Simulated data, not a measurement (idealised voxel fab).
The name of this process module is voxel trench capacitor.
Xsec cut, 280 nm wide, square cell size 5 nm.
A cross-section is written here as square cells arranged in a grid, and it is given in bands from the top down, each band taking up one or more rows of cells. Top height, bottom height, nm. Materials left to right, width each, nm. Single material + "throughout" = fills band edge to edge. "blank" = empty. Zero point of the height axis is 0; under it, received wafer = one material. Lowest band: continues down indefinitely, "from 0 down". It should be noted that a width expressed as "30 to 40" varies in equal increments from row to row of cells within the band, taking the value of the first number at the top row and that of the second number at the bottom row. "remained the same" for a step: no cell of the cross-section changed in that step. Entry "Fully closed voids" = empty spaces >= 8 cells with no open way to the top; each as width x height at distance, distance from left edge, all nm. That trailing text on a step's line, after the settings, is the simulator's own remark on the step. "overlay nm", when on a step's line for a step with a mask, measures how far to the right of its planned place the mask lay; a negative measure means to the left.
### The steps planned for the process are as follows
1 RECEIVE: material Si
2 CONFORMAL_DEP: material SiN, thk nm 5
3 PATTERN: tone open, mask id TRENCH, material resist, width nm 15, pitch nm 55, thk nm 15, overlay nm 0
4 DIRECTIONAL_ETCH: etch materials SiN, depth nm 5
5 DIRECTIONAL_ETCH: etch materials Si, depth nm 25
6 STRIP: etch materials resist
7 CONFORMAL_DEP: material Al2O3, thk nm 5
8 FILL_DEP: material polySi, thk nm 5
9 CMP: height nm 5
Variable across wafers: step 3 width nm (plan value is that of the first wafer; starting state common to all).
### First wafer of several, as received: cross-section after step 1
    from 0 down: Si throughout
    Fully closed voids: none
### Gained (+) or lost (-) cells of each material since receipt, then closed voids: one row per wafer, at the end of the module
width nm 15 | +26 Al2O3 | -30 Si | +50 SiN | +10 polySi | Fully closed voids: none
width nm 20 | +28 Al2O3 | -40 Si | +48 SiN | +20 polySi | Fully closed voids: none
width nm 25 | +30 Al2O3 | -50 Si | +46 SiN | +30 polySi | Fully closed voids: none
width nm 30 | +32 Al2O3 | -60 Si | +44 SiN | +40 polySi | Fully closed voids: none
width nm 35 | +34 Al2O3 | -70 Si | +42 SiN | +50 polySi | Fully closed voids: none
width nm 40 | +36 Al2O3 | -80 Si | +40 SiN | +60 polySi | Fully closed voids: none
